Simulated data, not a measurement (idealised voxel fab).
The following is a process module called voxel capacitor over wiring.
Section shown: cut. Width: 150 nm. Cell size: 5 nm, square.
We lay out every cross-section as a grid of square cells and spell it out in bands from the top down, where one band means one or more rows of cells.
In this notation a band is specified by the heights of its top and bottom, in that order and in nm, after which its materials appear from left to right, each paired with its width in nm. The word "all across" attached to a single material means that material fills the band from edge to edge; the word "empty" stands for empty space.
Measure heights from 0. That's the level where, below it, the as-received wafer is all one material. The lowest band is bottomless and extends downward; write it as in "0..down".
The expression "30->40" gives the width at the extremes of the band, the first number at its top row of cells and the second at its bottom row, with the width changing by equal amounts from each row to the next in between.
Take "left unchanged" at face value: in the step it is given for, the cross-section changed in none of its cells.
"Fully sealed cavities": empty spaces of 8 cells or more with no open way to the top, each given as width x height at distance, distance from the left edge, all in nm.
Formally, on a step line, whatever follows the settings is a remark that the simulator itself makes on the step.
overlay nm: mask right of planned place by this much (step with mask). Neg. = left.

-- Steps in the process plan
step 1: RECEIVE with material Si
step 2: CONFORMAL_DEP with material SiO2, thk nm 15
step 3: CONFORMAL_DEP with material SiCN, thk nm 5
step 4: DIRECTIONAL_DEP with material lowk, thk nm 20
step 5: DIRECTIONAL_DEP with material aC, thk nm 15
step 6: PATTERN with tone open, mask id METAL_1, material resist, width nm 20, pitch nm 90, thk nm 35, overlay nm 0
step 7: DIRECTIONAL_ETCH with etch materials aC, depth nm 15
step 8: STRIP with etch materials resist
step 9: DIRECTIONAL_ETCH with etch materials lowk, depth nm 20
step 10: DIRECTIONAL_ETCH with etch materials SiCN, depth nm 5
step 11: STRIP with etch materials aC
step 12: CONFORMAL_DEP with material TiN, thk nm 5
step 13: FILL_DEP with material Cu, thk nm 10
step 14: CMP with height nm 40
step 15: CONFORMAL_DEP with material SiCN, thk nm 5
step 16: DIRECTIONAL_DEP with material SiO2, thk nm 10
step 17: DIRECTIONAL_DEP with material aC, thk nm 10
step 18: PATTERN with tone open, mask id PLUG_1, material resist, width nm 15, thk nm 25, overlay nm 0
step 19: DIRECTIONAL_ETCH with etch materials aC, depth nm 10
step 20: STRIP with etch materials resist
step 21: DIRECTIONAL_ETCH with etch materials SiO2, depth nm 10
step 22: DIRECTIONAL_ETCH with etch materials SiCN, depth nm 5
step 23: STRIP with etch materials aC
step 24: EPI with material Ru, thk nm 10
step 25: EPI with material Ru, thk nm 5
step 26: DIRECTIONAL_DEP with material TiN, thk nm 10
step 27: DIRECTIONAL_DEP with material SiN, thk nm 5
step 28: DIRECTIONAL_DEP with material TiN, thk nm 10
step 29: MASKED_ETCH with tone cover, mask id UPPER_PLATE, width nm 75, etch materials TiN, depth nm 10, overlay nm 0
step 30: MASKED_ETCH with tone cover, mask id UPPER_PLATE, width nm 75, etch materials SiN, depth nm 5, overlay nm 0
step 31: MASKED_ETCH with tone cover, mask id LOWER_PLATE, width nm 85, etch materials TiN, depth nm 10, overlay nm 0
step 32: FILL_DEP with material SiO2, thk nm 15
step 33: CMP with height nm 90
step 34: MASKED_ETCH with tone open, mask id PLUG_2, width nm 15, etch materials SiO2, depth nm 10, overlay nm 0
step 35: CONFORMAL_DEP with material TiN, thk nm 5
step 36: FILL_DEP with material Cu, thk nm 10
step 37: CMP with height nm 90
step 38: CONFORMAL_DEP with material SiCN, thk nm 5

-- As-received state of the wafer in cross-section, equivalent to post-step 1
> 0..down  Si all across
> Fully sealed cavities: none

-- The first of two wafers, cross-sectioned at the end of the module, with the run proceeding as planned
> 95..90  SiCN all across
> 90..85  35 of SiO2, then 5 of TiN, then 5 of Cu, then 5 of TiN, then 100 of SiO2
> 85..80  35 of SiO2, then 15 of TiN, then 100 of SiO2
> 80..70  25 of SiO2, then 75 of TiN, then 50 of SiO2
> 70..65  25 of SiO2, then 75 of SiN, then 50 of SiO2
> 65..55  20 of SiO2, then 85 of TiN, then 45 of SiO2
> 55..45  25 of SiO2, then 15 of Ru, then 110 of SiO2
> 45..40  25 of SiCN, then 15 of Ru, then 110 of SiCN
> 40..20  20 of lowk, then 5 of TiN, then 10 of Cu, then 5 of TiN, then 70 of lowk, then 5 of TiN, then 10 of Cu, then 5 of TiN, then 20 of lowk
> 20..15  20 of SiCN, then 20 of TiN, then 70 of SiCN, then 20 of TiN, then 20 of SiCN
> 15..0  SiO2 all across
> 0..down  Si all across
> Fully sealed cavities: none

-- Cross-sectional view of the second of two wafers upon completion of the module. This wafer shared its starting condition and process plan with the first; one error was made during its execution
> 95..90  SiCN all across
> 90..85  35 of SiO2, then 5 of TiN, then 5 of Cu, then 5 of TiN, then 100 of SiO2
> 85..80  35 of SiO2, then 15 of TiN, then 100 of SiO2
> 80..70  25 of SiO2, then 75 of TiN, then 50 of SiO2
> 70..65  25 of SiO2, then 75 of SiN, then 50 of SiO2
> 65..55  20 of SiO2, then 85 of TiN, then 45 of SiO2
> 55..45  25 of SiO2, then 15 of Ru, then 110 of SiO2
> 45..40  25 of SiCN, then 15 of Ru, then 110 of SiCN
> 40..35  Cu all across
> 35..30  25 of TiN, then 10 of Cu, then 80 of TiN, then 10 of Cu, then 25 of TiN
> 30..20  20 of lowk, then 5 of TiN, then 10 of Cu, then 5 of TiN, then 70 of lowk, then 5 of TiN, then 10 of Cu, then 5 of TiN, then 20 of lowk
> 20..15  20 of SiCN, then 20 of TiN, then 70 of SiCN, then 20 of TiN, then 20 of SiCN
> 15..0  SiO2 all across
> 0..down  Si all across
> Fully sealed cavities: none
It is concluded that the wafer was processed incorrectly with respect to the plan, in that rather than as planned, step 4 actually ran as DIRECTIONAL_DEP with material lowk, thk nm 10
Heads up, by the end the second wafer has more or fewer cells of some materials compared to the first: 26 more of Cu, 18 more of TiN, 44 fewer of lowk
